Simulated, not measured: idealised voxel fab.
process module | voxel self aligned vias
cross-section cut | 285 nm wide | cells 5 nm
A cross-section is a grid of square cells, given in bands from the top down. A band is one or more rows of cells.
Each band's line starts with the height of the band's top and of its bottom, in nm. Then come its materials from left to right, each with its width in nm. One material with "throughout" fills the band from edge to edge. "air" is empty space.
Height 0 is the level under which the wafer as received is all one material. The lowest band goes on downwards, as in "0 down".
A width such as "30 to 40" changes by the same amount from each row of cells to the next, from the band's top row to its bottom row.
"no change" after a step means that no cell of the cross-section changed.
closed voids: empty space of 8 cells or more with no open way to the top, each as width x height at its distance from the left edge, in nm
after a step's settings: what the simulator itself notes on the step
overlay nm, on a step with a mask: how far to the right of its planned place the mask lay; to the left if negative
plan
1 op RECEIVE | material Si
2 op CONFORMAL_DEP | material SiO2 | thk nm 15
3 op CONFORMAL_DEP | material SiCN | thk nm 5
4 op DIRECTIONAL_DEP | material SiO2 | thk nm 25
5 op DIRECTIONAL_DEP | material aC | thk nm 15
6 op PATTERN | tone open | mask id LINES | material resist | width nm 25 | pitch nm 60 | thk nm 35 | overlay nm 0
7 op DIRECTIONAL_ETCH | etch materials aC | depth nm 15
8 op STRIP | etch materials resist
9 op DIRECTIONAL_ETCH | etch materials SiO2 | depth nm 25
10 op STRIP | etch materials aC
11 op CONFORMAL_DEP | material TiN | thk nm 5
12 op FILL_DEP | material W | thk nm 5
13 op CMP | height nm 45
14 op SELECTIVE_ETCH | etch materials W Ru TiN | depth nm 10
15 op FILL_DEP | material SiN | thk nm 5
16 op CMP | height nm 45
17 op DIRECTIONAL_DEP | material SiO2 | thk nm 15
18 op MASKED_ETCH | tone open | mask id VIAS | width nm 35 | etch materials SiO2 | depth nm 15 | overlay nm 0
19 op MASKED_ETCH | tone open | mask id VIAS | width nm 35 | etch materials SiN | depth nm 10 | overlay nm 0
20 op CONFORMAL_DEP | material TiN | thk nm 5
21 op FILL_DEP | material Ru | thk nm 5
22 op CMP | height nm 60
23 op CONFORMAL_DEP | material SiN | thk nm 5
as received, after step 1
  0 down: Si throughout
  closed voids: none
a wafer at the end: this start, this plan, one mistake
  65 to 60: SiN throughout
  60 to 50: SiO2 90 | TiN 5 | Ru 25 | TiN 5 | SiO2 160
  50 to 45: SiO2 90 | TiN 15 | Ru 15 | TiN 5 | SiO2 160
  45 to 40: SiO2 100 | TiN 5 | Ru 15 | TiN 5 | SiO2 35 | SiN 25 | SiO2 100
  40 to 35: SiO2 100 | TiN 25 | SiO2 35 | SiN 25 | SiO2 100
  35 to 25: SiO2 100 | TiN 5 | W 15 | TiN 5 | SiO2 35 | TiN 5 | W 15 | TiN 5 | SiO2 100
  25 to 20: SiO2 100 | TiN 25 | SiO2 35 | TiN 25 | SiO2 100
  20 to 15: SiCN throughout
  15 to 0: SiO2 throughout
  0 down: Si throughout
  closed voids: none
what went wrong: step 18 ran as: op MASKED_ETCH | tone open | mask id VIAS | width nm 35 | etch materials SiO2 | depth nm 15 | overlay nm -5
